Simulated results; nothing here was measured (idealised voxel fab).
process module | voxel transistor to metal
cross-section cut | 190 nm wide | cells 5 nm
A cross-section is a grid of square cells, given in bands from the top down. A band is one or more rows of cells.
Each band's line starts with the height of the band's top and of its bottom, in nm. Then come its materials from left to right, each with its width in nm. One material with "throughout" fills the band from edge to edge. "air" is empty space.
Height 0 is the level under which the wafer as received is all one material. The lowest band goes on downwards, as in "0 down".
A width such as "30 to 40" changes by the same amount from each row of cells to the next, from the band's top row to its bottom row.
"no change" after a step means that no cell of the cross-section changed.
closed voids: empty space of 8 cells or more with no open way to the top, each as width x height at its distance from the left edge, in nm
after a step's settings: what the simulator itself notes on the step
overlay nm, on a step with a mask: how far to the right of its planned place the mask lay; to the left if negative
plan
1 op RECEIVE | material Si
2 op OXIDIZE | depth nm 5
3 op CONFORMAL_DEP | material SiN | thk nm 15
4 op PATTERN | tone cover | mask id ACTIVE | material resist | width nm 115 | thk nm 15 | overlay nm 0
5 op DIRECTIONAL_ETCH | etch materials SiN | depth nm 15
6 op DIRECTIONAL_ETCH | etch materials SiO2 | depth nm 5
7 op DIRECTIONAL_ETCH | etch materials Si | depth nm 30
8 op STRIP | etch materials resist
9 op FILL_DEP | material SiO2 | thk nm 15
10 op CMP | height nm 15
11 op SELECTIVE_ETCH | etch materials SiO2 | depth nm 15
12 op STRIP | etch materials SiN
13 op SELECTIVE_ETCH | etch materials SiO2 | depth nm 5
14 op OXIDIZE | depth nm 5
15 op DIRECTIONAL_DEP | material polySi | thk nm 25
16 op DIRECTIONAL_DEP | material SiCN | thk nm 10
17 op DIRECTIONAL_DEP | material aC | thk nm 10
18 op PATTERN | tone cover | mask id GATE | material resist | width nm 25 | thk nm 30 | overlay nm 0
19 op DIRECTIONAL_ETCH | etch materials aC | depth nm 10
20 op STRIP | etch materials resist
21 op DIRECTIONAL_ETCH | etch materials SiCN | depth nm 20
22 op DIRECTIONAL_ETCH | etch materials polySi | depth nm 35
23 op STRIP | etch materials aC
24 op CONFORMAL_DEP | material SiO2 | thk nm 5
25 op DIRECTIONAL_ETCH | etch materials SiO2 | depth nm 5
26 op CONFORMAL_DEP | material SiN | thk nm 5
27 op DIRECTIONAL_ETCH | etch materials SiN | depth nm 5
28 op DIRECTIONAL_ETCH | etch materials SiO2 | depth nm 5
29 op DIRECTIONAL_ETCH | etch materials Si | depth nm 10
30 op EPI | material SiGe | thk nm 10
31 op FILL_DEP | material SiO2 | thk nm 5
32 op CMP | height nm 30
33 op DIRECTIONAL_DEP | material SiO2 | thk nm 15
34 op DIRECTIONAL_DEP | material aC | thk nm 5
35 op PATTERN | tone open | mask id CONTACT | material resist | width nm 30 | pitch nm 65 | thk nm 30 | overlay nm 0
36 op DIRECTIONAL_ETCH | etch materials aC | depth nm 15
37 op STRIP | etch materials resist
38 op DIRECTIONAL_ETCH | etch materials SiO2 | depth nm 55
39 op STRIP | etch materials aC
40 op CONFORMAL_DEP | material TiN | thk nm 5
41 op FILL_DEP | material Ru | thk nm 5
42 op CMP | height nm 45
43 op DIRECTIONAL_DEP | material TiN | thk nm 5
44 op DIRECTIONAL_DEP | material Ru | thk nm 25
45 op PATTERN | tone cover | mask id METAL_1 | material resist | width nm 20 | pitch nm 75 | thk nm 15 | overlay nm 0
46 op DIRECTIONAL_ETCH | etch materials Ru | depth nm 25
47 op DIRECTIONAL_ETCH | etch materials TiN | depth nm 5
48 op STRIP | etch materials resist
49 op FILL_DEP | material lowk | thk nm 10
50 op CMP | height nm 75
51 op CONFORMAL_DEP | material SiCN | thk nm 5
52 op DIRECTIONAL_DEP | material SiO2 | thk nm 25
53 op PATTERN | tone open | mask id METAL_2 | material resist | width nm 20 | pitch nm 75 | thk nm 20 | overlay nm 0
54 op DIRECTIONAL_ETCH | etch materials SiO2 | depth nm 15
55 op STRIP | etch materials resist
56 op DIRECTIONAL_DEP | material aC | thk nm 15
57 op PATTERN | tone open | mask id METAL_2_HOLES | material resist | width nm 15 | pitch nm 75 | thk nm 35 | overlay nm 0
58 op DIRECTIONAL_ETCH | etch materials aC | depth nm 15
59 op STRIP | etch materials resist
60 op DIRECTIONAL_ETCH | etch materials SiO2 | depth nm 10
61 op DIRECTIONAL_ETCH | etch materials SiCN | depth nm 5
62 op STRIP | etch materials aC
63 op CONFORMAL_DEP | material TiN | thk nm 5
64 op FILL_DEP | material Cu | thk nm 5
65 op CMP | height nm 105
66 op CONFORMAL_DEP | material SiCN | thk nm 5
varied across the wafers: thk nm of step 34. The plan shows the first wafer's value. All wafers start alike
first wafer as received, after step 1
  0 down: Si throughout
  closed voids: none
each wafer at the end: cells of each material gained (+) or lost (-) since it was received, then its closed voids
thk nm 5 | +14 Cu | +96 Ru | -179 Si | +80 SiCN | +36 SiGe | +14 SiN | +482 SiO2 | +88 TiN | +180 lowk | +25 polySi | closed voids: none
thk nm 10 | +14 Cu | +96 Ru | -179 Si | +80 SiCN | +36 SiGe | +14 SiN | +482 SiO2 | +88 TiN | +180 lowk | +25 polySi | closed voids: none
thk nm 15 | +14 Cu | +96 Ru | -179 Si | +80 SiCN | +36 SiGe | +14 SiN | +482 SiO2 | +88 TiN | +180 lowk | +25 polySi | closed voids: none
thk nm 20 | +14 Cu | +40 Ru | -179 Si | +80 SiCN | +36 SiGe | +14 SiN | +590 SiO2 | +36 TiN | +180 lowk | +25 polySi | closed voids: none
thk nm 25 | +14 Cu | +40 Ru | -179 Si | +80 SiCN | +36 SiGe | +14 SiN | +590 SiO2 | +36 TiN | +180 lowk | +25 polySi | closed voids: none
thk nm 30 | +14 Cu | +40 Ru | -179 Si | +80 SiCN | +36 SiGe | +14 SiN | +590 SiO2 | +36 TiN | +180 lowk | +25 polySi | closed voids: none
